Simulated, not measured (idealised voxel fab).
A process module follows: voxel self aligned vias.
Each square cell in cross-section cut measures 5 nm, and the section as a whole is 300 nm wide.
Just so we're on the same page, the cross-sections are grids of square cells, and they're listed out in bands top to bottom, each band one or more rows deep.
Top height, bottom height, nm. Materials left to right, width each, nm. Single material + "all across" = fills band edge to edge. "blank" = empty.
It should be noted that heights are counted from 0, beneath which the wafer as supplied is of one material throughout, and that the lowest band possesses no lower boundary but continues downward, as written in "0 -> down".
A two-number width, for instance "30..40", indicates that the width is equal to the first number in the top row of the band and to the second number in the bottom row, and that it changes by a constant amount per row of cells.
What does "all unchanged" mean for a step? It means no cell of the cross-section changed in that step.
Closed-off voids of 8+ cells (no open route to the top) go in "Closed void register", written width x height at distance from the left edge, in nm.
On a step's line, text after the settings is the simulator commenting on that step.
overlay nm: where the mask lay relative to plan, measured to the right, on steps with a mask; negatives go left.
-- List of planned process steps
1: RECEIVE, material Si
2: CONFORMAL_DEP, material SiO2, thk nm 15
3: CONFORMAL_DEP, material SiCN, thk nm 5
4: DIRECTIONAL_DEP, material lowk, thk nm 20
5: DIRECTIONAL_DEP, material aC, thk nm 10
6: PATTERN, tone open, mask id LINES, material resist, width nm 20, pitch nm 60, thk nm 30, overlay nm 0
7: DIRECTIONAL_ETCH, etch materials aC, depth nm 10
8: STRIP, etch materials resist
9: DIRECTIONAL_ETCH, etch materials lowk, depth nm 20
10: STRIP, etch materials aC
11: CONFORMAL_DEP, material TiN, thk nm 5
12: FILL_DEP, material W, thk nm 5
13: CMP, height nm 40
14: SELECTIVE_ETCH, etch materials W Ru TiN, depth nm 10
15: FILL_DEP, material SiN, thk nm 10
16: CMP, height nm 40
17: DIRECTIONAL_DEP, material lowk, thk nm 15
18: PATTERN, tone open, mask id VIAS, material resist, width nm 40, pitch nm 60, thk nm 20, overlay nm 0
19: DIRECTIONAL_ETCH, etch materials lowk, depth nm 15
20: DIRECTIONAL_ETCH, etch materials SiN, depth nm 10
21: STRIP, etch materials resist
22: CONFORMAL_DEP, material TiN, thk nm 5
23: FILL_DEP, material W, thk nm 5
24: CMP, height nm 55
25: CONFORMAL_DEP, material SiN, thk nm 5
-- Cross-section, incoming material, after step 1
	0 -> down  Si all across
	Closed void register: none
-- first wafer at the end, as planned
	60 -> 55  SiN all across
	55 -> 45  lowk (100), then TiN (5), then W (30), then TiN (5), then lowk (20), then TiN (5), then W (30), then TiN (5), then lowk (100)
	45 -> 35  lowk (100..110), then TiN (15..5), then W (10), then TiN (15..5), then lowk (20..40), then TiN (15..5), then W (10), then TiN (15..5), then lowk (100..110)
	35 -> 30  lowk (110), then TiN (20), then lowk (40), then TiN (20), then lowk (110)
	30 -> 25  lowk (110), then TiN (5), then W (10), then TiN (5), then lowk (40), then TiN (5), then W (10), then TiN (5), then lowk (110)
	25 -> 20  lowk (110), then TiN (20), then lowk (40), then TiN (20), then lowk (110)
	20 -> 15  SiCN all across
	15 -> 0  SiO2 all across
	0 -> down  Si all across
	Closed void register: none
-- End-of-module cross-section of the second wafer: identical starting point and process plan to the first, with one processing mistake
	60 -> 55  SiN all across
	55 -> 35  lowk (100), then TiN (5), then W (30), then TiN (5), then lowk (20), then TiN (5), then W (30), then TiN (5), then lowk (100)
	35 -> 30  lowk (100), then TiN (40), then lowk (20), then TiN (40), then lowk (100)
	30 -> 25  lowk (100), then TiN (15), then W (10), then TiN (15), then lowk (20), then TiN (15), then W (10), then TiN (15), then lowk (100)
	25 -> 20  lowk (110), then TiN (20), then lowk (40), then TiN (20), then lowk (110)
	20 -> 15  SiCN all across
	15 -> 0  SiO2 all across
	0 -> down  Si all across
	Closed void register: none
Here's what went sideways: step 19 of the plan saw execution twice
Final difference in cells, second wafer against first, listed per material as more or fewer: TiN +8, W +16, lowk -24
